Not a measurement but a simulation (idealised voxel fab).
Process module heading - voxel trench capacitor
Section cut is 145 nm wide and gridded with 5 nm square cells.
Just so we're on the same page, the cross-sections are grids of square cells, and they're listed out in bands top to bottom, each band one or more rows deep. Read a band's entry like this: the first values are the height of its top and the height of its bottom in nm, and what follows is the sequence of materials from left to right, each with its width in nm. Note that "blank" is empty space, and that a single material marked "throughout" reaches across the band from edge to edge. Beneath 0, the wafer as received is one material, and that level is where height counting begins. The lowest band goes on downward without a bottom; it is written like "top 0, no bottom". Width: "30 to 40" (first number = top row, second number = bottom row, same change from row to row of cells). "remained unchanged" for a step: no cell of the cross-section changed in that step. If an empty space has no open way to the top and is at least 8 cells in size, "Encapsulated voids" lists it, written width x height at distance, where distance is measured from the left edge and every value is in nm. Step line, after settings: the simulator's comment on this step. For masked steps, "overlay nm" on the step line gives how far right of plan the mask actually lay; a minus sign means it lay to the left.

Set out below are the planned steps of the process:
| 1 | op RECEIVE | material Si |
| 2 | op CONFORMAL_DEP | material SiN | thk nm 5 |
| 3 | op DIRECTIONAL_DEP | material aC | thk nm 15 |
| 4 | op PATTERN | tone open | mask id TRENCH | material resist | width nm 15 | pitch nm 45 | thk nm 35 | overlay nm 0 |
| 5 | op DIRECTIONAL_ETCH | etch materials aC | depth nm 15 |
| 6 | op STRIP | etch materials resist |
| 7 | op DIRECTIONAL_ETCH | etch materials SiN | depth nm 5 |
| 8 | op DIRECTIONAL_ETCH | etch materials Si | depth nm 40 |
| 9 | op STRIP | etch materials aC |
| 10 | op CONFORMAL_DEP | material Al2O3 | thk nm 5 |
| 11 | op FILL_DEP | material polySi | thk nm 10 |
| 12 | op CMP | height nm 5 |

Cross-section: wafer on arrival = after step 1:
top 0, no bottom  Si throughout
Encapsulated voids: none

Cross-section taken at module completion on the first of two wafers; processed per the plan:
top 5, bottom 0  SiN (40), Al2O3 (5), polySi (5), Al2O3 (5), SiN (30), Al2O3 (5), polySi (5), Al2O3 (5), SiN (45)
top 0, bottom -35  Si (40), Al2O3 (5), polySi (5), Al2O3 (5), Si (30), Al2O3 (5), polySi (5), Al2O3 (5), Si (45)
top -35, bottom -40  Si (40), Al2O3 (15), Si (30), Al2O3 (15), Si (45)
top -40, no bottom  Si throughout
Encapsulated voids: none

End-of-module cross-section of the second wafer: identical starting point and process plan to the first, with one processing mistake:
top 0, bottom -35  Si (40), Al2O3 (5), polySi (5), Al2O3 (5), Si (30), Al2O3 (5), polySi (5), Al2O3 (5), Si (45)
top -35, bottom -40  Si (40), Al2O3 (15), Si (30), Al2O3 (15), Si (45)
top -40, no bottom  Si throughout
Encapsulated voids: none
Deviation noted in wafer processing: step 12 ran as: op CMP | height nm 0
Count the cells at the end and the second wafer has more or fewer of some materials than the first: -4 Al2O3, -23 SiN, -2 polySi
